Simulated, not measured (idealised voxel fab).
The process module that follows is named voxel lift off.
The width of the displayed cross-section, cut, is 175 nm; its cells are square, with a size of 5 nm.
Cross-section spec: square-cell grid; bands listed top down; each band is one or more rows. This entry defines a band. It first specifies the height of the band's top and the height of its bottom in nm, and then specifies the band's materials from left to right, stating each material with its width in nm. The word "throughout" identifies a single material that fills the band from edge to edge, while the word "blank" identifies empty space. Below 0: as-received wafer, all one material; heights counted from there. Lowest band: no bottom, goes on down, written "0 and below". So if you see something like "30->40" for the width, read it as the top row of the band sitting at the first number and the bottom row at the second, with every row in between moving by the same amount as the last. The cross-section has no changed cell in any step marked "no modification". The entry "Fully sealed voids" lists the empty spaces that cover at least 8 cells and have no open path to the top. Each is written as width x height at distance, where the distance is measured from the left edge and all three values are in nm. Note: text after step settings on the step line = simulator remark on that step. overlay nm: right-of-plan distance of the mask on a masked step; negative values mean left-of-plan.

## Set out below are the planned steps of the process
1,RECEIVE: material Si
2,CONFORMAL_DEP: material SiO2, thk nm 5
3,PATTERN: tone open, mask id LINES, material resist, width nm 15, pitch nm 40, thk nm 20, overlay nm 0
4,DIRECTIONAL_DEP: material Ru, thk nm 5
5,STRIP: etch materials resist
6,CONFORMAL_DEP: material SiO2, thk nm 10

## So this is the incoming wafer in cross-section - it's already been through step 1
> 0 and below: Si throughout
> Fully sealed voids: none

## Here's the cross-section of the first of our two wafers at the end of the module - it ran as planned
> 20 down to 15: 10 blank | 35 SiO2 | 5 blank | 35 SiO2 | 5 blank | 35 SiO2 | 5 blank | 35 SiO2 | 10 blank
> 15 down to 10: SiO2 throughout
> 10 down to 5: 20 SiO2 | 15 Ru | 25 SiO2 | 15 Ru | 25 SiO2 | 15 Ru | 25 SiO2 | 15 Ru | 20 SiO2
> 5 down to 0: SiO2 throughout
> 0 and below: Si throughout
> Fully sealed voids: none

## The second wafer, shown in cross-section after the module: started the same way as the first and given the same plan, yet one mistake crept into how it was run
> 15 down to 10: 10 blank | 35 SiO2 | 5 blank | 35 SiO2 | 5 blank | 35 SiO2 | 5 blank | 35 SiO2 | 10 blank
> 10 down to 5: SiO2 throughout
> 5 down to 0: 20 SiO2 | 15 Ru | 25 SiO2 | 15 Ru | 25 SiO2 | 15 Ru | 25 SiO2 | 15 Ru | 20 SiO2
> 0 and below: Si throughout
> Fully sealed voids: none
What went wrong in running the wafer? step 2 of the plan never got run, it was skipped over
FYI, end of process, the second wafer has more or fewer cells of some materials than the first: 35 fewer of SiO2
